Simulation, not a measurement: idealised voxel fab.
A process module follows: voxel trench capacitor.
Section cut is 230 nm wide and gridded with 5 nm square cells.
If you're reading a cross-section in this doc, picture square cells in a grid; it comes to you as bands, top ones listed first down to the bottom, and a band can be one or more rows of cells.
For a band, the entry starts with two heights in nm, that of the top and then that of the bottom, and carries on with the band's materials in order from left to right, each alongside its width in nm; the word "throughout" beside a single material means it fills the band edge to edge, and "air" means empty space.
Height is counted from the level 0, under which the received wafer is composed throughout of one material. The lowest of the bands is not closed at the bottom but continues downward, in the notation "0 and below".
The expression "30..40" gives the width at the extremes of the band, the first number at its top row of cells and the second at its bottom row, with the width changing by equal amounts from each row to the next in between.
Step marked "nothing was modified"? Then no cell in the cross-section changed in it.
This entry, "Voids, sealed", enumerates those empty regions of no fewer than 8 cells that possess no open connection to the top. Each region is reported in the form width x height at distance, the distance being taken from the left edge, with all three quantities expressed in nm.
What comes after the settings on a step's line is commentary from the simulator itself on that step.
The setting "overlay nm" may be written on the line of a step. When the step uses a mask, the value reports how far to the right of the planned place the mask lay, and a negative value reports that it lay to the left.
HERE'S WHAT THE PLANNED PROCESS STEPS LOOK LIKE
1 RECEIVE,material Si
2 CONFORMAL_DEP,material SiN,thk nm 5
3 DIRECTIONAL_DEP,material aC,thk nm 10
4 PATTERN,tone open,mask id TRENCH,material resist,width nm 30,pitch nm 55,thk nm 30,overlay nm 0
5 DIRECTIONAL_ETCH,etch materials aC,depth nm 10
6 STRIP,etch materials resist
7 DIRECTIONAL_ETCH,etch materials SiN,depth nm 5
8 DIRECTIONAL_ETCH,etch materials Si,depth nm 30
9 STRIP,etch materials aC
10 CONFORMAL_DEP,material HfO2,thk nm 5
11 CONFORMAL_DEP,material TiN,thk nm 5
12 FILL_DEP,material W,thk nm 5
13 CMP,height nm 5
CROSS-SECTION OF THE WAFER UPON ARRIVAL, REPRESENTING THE STATE REACHED AFTER STEP 1
0 and below = Si throughout
Voids, sealed: none
MODULE COMPLETE - CROSS-SECTION OF THE FIRST OF TWO WAFERS, RUN ACCORDING TO PLAN
5 down to 0 = SiN 70, then HfO2 5, then TiN 5, then W 10, then TiN 5, then HfO2 5, then SiN 25, then HfO2 5, then TiN 5, then W 10, then TiN 5, then HfO2 5, then SiN 75
0 down to -20 = Si 70, then HfO2 5, then TiN 5, then W 10, then TiN 5, then HfO2 5, then Si 25, then HfO2 5, then TiN 5, then W 10, then TiN 5, then HfO2 5, then Si 75
-20 down to -25 = Si 70, then HfO2 5, then TiN 20, then HfO2 5, then Si 25, then HfO2 5, then TiN 20, then HfO2 5, then Si 75
-25 down to -30 = Si 70, then HfO2 30, then Si 25, then HfO2 30, then Si 75
-30 and below = Si throughout
Voids, sealed: none
CROSS-SECTIONAL VIEW: SECOND OF TWO WAFERS, END OF MODULE; START AND PLAN IDENTICAL TO THE FIRST, ONE MISTAKE IN RUNNING
5 down to 0 = W 60, then TiN 5, then HfO2 5, then SiN 30, then HfO2 5, then TiN 5, then W 5, then TiN 5, then HfO2 5, then SiN 30, then HfO2 5, then TiN 5, then W 65
0 down to -20 = W 60, then TiN 5, then HfO2 5, then Si 30, then HfO2 5, then TiN 5, then W 5, then TiN 5, then HfO2 5, then Si 30, then HfO2 5, then TiN 5, then W 65
-20 down to -25 = TiN 65, then HfO2 5, then Si 30, then HfO2 5, then TiN 15, then HfO2 5, then Si 30, then HfO2 5, then TiN 70
-25 down to -30 = HfO2 70, then Si 30, then HfO2 25, then Si 30, then HfO2 75
-30 and below = Si throughout
Voids, sealed: none
Which mistake was made when the wafer was run? the process deviated at step 4: the operation and settings actually run there were PATTERN,tone cover,mask id TRENCH,material resist,width nm 30,pitch nm 55,thk nm 30,overlay nm 0
The second wafer ends with more or fewer cells of some materials than the first, per final count: HfO2: 22 more | Si: 132 fewer | SiN: 22 fewer | TiN: 22 more | W: 110 more
